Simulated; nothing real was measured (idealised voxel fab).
This section sets out a process module, namely voxel local oxidation.
Section shown: cut. Width: 290 nm. Cell size: 5 nm, square.
Think of the cross-section as a grid of square cells. We describe it in bands, top to bottom, and each band covers one or more rows of those cells.
It is stipulated that each band's entry specify, in nanometres, the height of the top of the band and then that of its bottom, followed by the materials of the band in left-to-right sequence, each together with its width in nanometres. A single material marked by the word "full width" is understood to fill the band from edge to edge; the word "blank" is understood to denote empty space.
Height reference: 0 = level under which incoming wafer is all one material. Lowest band: no bottom, runs on downward, e.g. "0 and below".
You'd read "30->40" like this: the band's top row of cells is as wide as the first number, its bottom row is as wide as the second, and going down, every row changes width by the same amount as the row before did.
A step reported as "nothing altered" is a step in which no cell of the cross-section changed.
Closed-off voids of 8+ cells (no open route to the top) go in "Enclosed cavities", written width x height at distance from the left edge, in nm.
Text after the settings on a step's line: the simulator's own remark on that step.
overlay nm: step with mask; distance mask lay right of planned place; negative value = left of planned place.

# Steps in the process plan
1,RECEIVE [material Si]
2,OXIDIZE [depth nm 5]
3,CONFORMAL_DEP [material SiN] [thk nm 15]
4,DIRECTIONAL_DEP [material aC] [thk nm 15]
5,PATTERN [tone cover] [mask id ACTIVE] [material resist] [width nm 110] [thk nm 35] [overlay nm 0]
6,DIRECTIONAL_ETCH [etch materials aC] [depth nm 15]
7,STRIP [etch materials resist]
8,DIRECTIONAL_ETCH [etch materials SiN] [depth nm 15]
9,STRIP [etch materials aC]
10,SELECTIVE_ETCH [etch materials SiO2] [depth nm 5]
11,OXIDIZE [depth nm 15]
12,STRIP [etch materials SiN]

# First wafer of two (run as planned)

# Wafer as received: cross-section following step 1
> 0 and below  Si full width
> Enclosed cavities: none

# Cross-section through the wafer, step 2 finished
> 0 down to -5  SiO2 full width
> Nothing below the height -5 has changed.

# Cross-section through the wafer, step 3 finished
> 15 down to 0  SiN full width
> Nothing below the height 0 has changed.

# Cross-section through the wafer, step 4 finished
> 30 down to 15  aC full width
> Nothing below the height 15 has changed.

# Cross-section through the wafer, step 5 finished
> 65 down to 30  blank (90), then resist (110), then blank (90)
> Nothing below the height 30 has changed.

# Cross-section through the wafer, step 6 finished
> 50 down to 30  blank (90), then resist (110), then blank (90)
> 30 down to 15  blank (90), then aC (110), then blank (90)
> Nothing below the height 15 has changed.

# Cross-section through the wafer, step 7 finished
> 30 down to 15  blank (90), then aC (110), then blank (90)
> Nothing below the height 15 has changed.

# Cross-section through the wafer, step 8 finished
> 30 down to 15  blank (90), then aC (110), then blank (90)
> 15 down to 0  blank (90), then SiN (110), then blank (90)
> Nothing below the height 0 has changed.

# Cross-section through the wafer, step 9 finished
> 15 down to 0  blank (90), then SiN (110), then blank (90)
> Nothing below the height 0 has changed.

# Cross-section through the wafer, step 10 finished
> 15 down to 0  blank (90), then SiN (110), then blank (90)
> 0 down to -5  blank (95), then SiO2 (100), then blank (95)
> Nothing below the height -5 has changed.

# Cross-section through the wafer, step 11 finished
> 15 down to 0  blank (90), then SiN (110), then blank (90)
> 0 down to -5  blank (95), then SiO2 (100), then blank (95)
> -5 down to -20  SiO2 (110), then Si (70), then SiO2 (110)
> Nothing below the height -20 has changed.

# Cross-section through the wafer, step 12 finished
> 0 down to -5  blank (95), then SiO2 (100), then blank (95)
> Nothing below the height -5 has changed.

# Second wafer, same starting state and plan as the first, one mistake in the run, identical through step 1

# What the second wafer looks like in cross-section when step 2 should have wrapped up
> 0 down to -10  SiO2 full width
> Nothing below the height -10 has changed.

# What the second wafer looks like in cross-section when step 3 should have wrapped up
> 15 down to 0  SiN full width
> Nothing below the height 0 has changed.

# What the second wafer looks like in cross-section when step 4 should have wrapped up
> 30 down to 15  aC full width
> Nothing below the height 15 has changed.

# What the second wafer looks like in cross-section when step 5 should have wrapped up
> 65 down to 30  blank (90), then resist (110), then blank (90)
> Nothing below the height 30 has changed.

# What the second wafer looks like in cross-section when step 6 should have wrapped up
> 50 down to 30  blank (90), then resist (110), then blank (90)
> 30 down to 15  blank (90), then aC (110), then blank (90)
> Nothing below the height 15 has changed.

# What the second wafer looks like in cross-section when step 7 should have wrapped up
> 30 down to 15  blank (90), then aC (110), then blank (90)
> Nothing below the height 15 has changed.

# What the second wafer looks like in cross-section when step 8 should have wrapped up
> 30 down to 15  blank (90), then aC (110), then blank (90)
> 15 down to 0  blank (90), then SiN (110), then blank (90)
> Nothing below the height 0 has changed.

# What the second wafer looks like in cross-section when step 9 should have wrapped up
> 15 down to 0  blank (90), then SiN (110), then blank (90)
> Nothing below the height 0 has changed.

# What the second wafer looks like in cross-section when step 10 should have wrapped up
> 15 down to 0  blank (90), then SiN (110), then blank (90)
> 0 down to -5  blank (95), then SiO2 (100), then blank (95)
> Nothing below the height -5 has changed.

What the second wafer looks like in cross-section when step 11 should have wrapped up: nothing altered

# What the second wafer looks like in cross-section when step 12 should have wrapped up
> 0 down to -5  blank (95), then SiO2 (100), then blank (95)
> Nothing below the height -5 has changed.
What was the processing mistake? step 2 ran as: OXIDIZE [depth nm 10]
It is noted that, at the conclusion of processing, the second wafer exhibits a higher or lower cell count for certain materials relative to the first: 74 more of Si, 74 fewer of SiO2
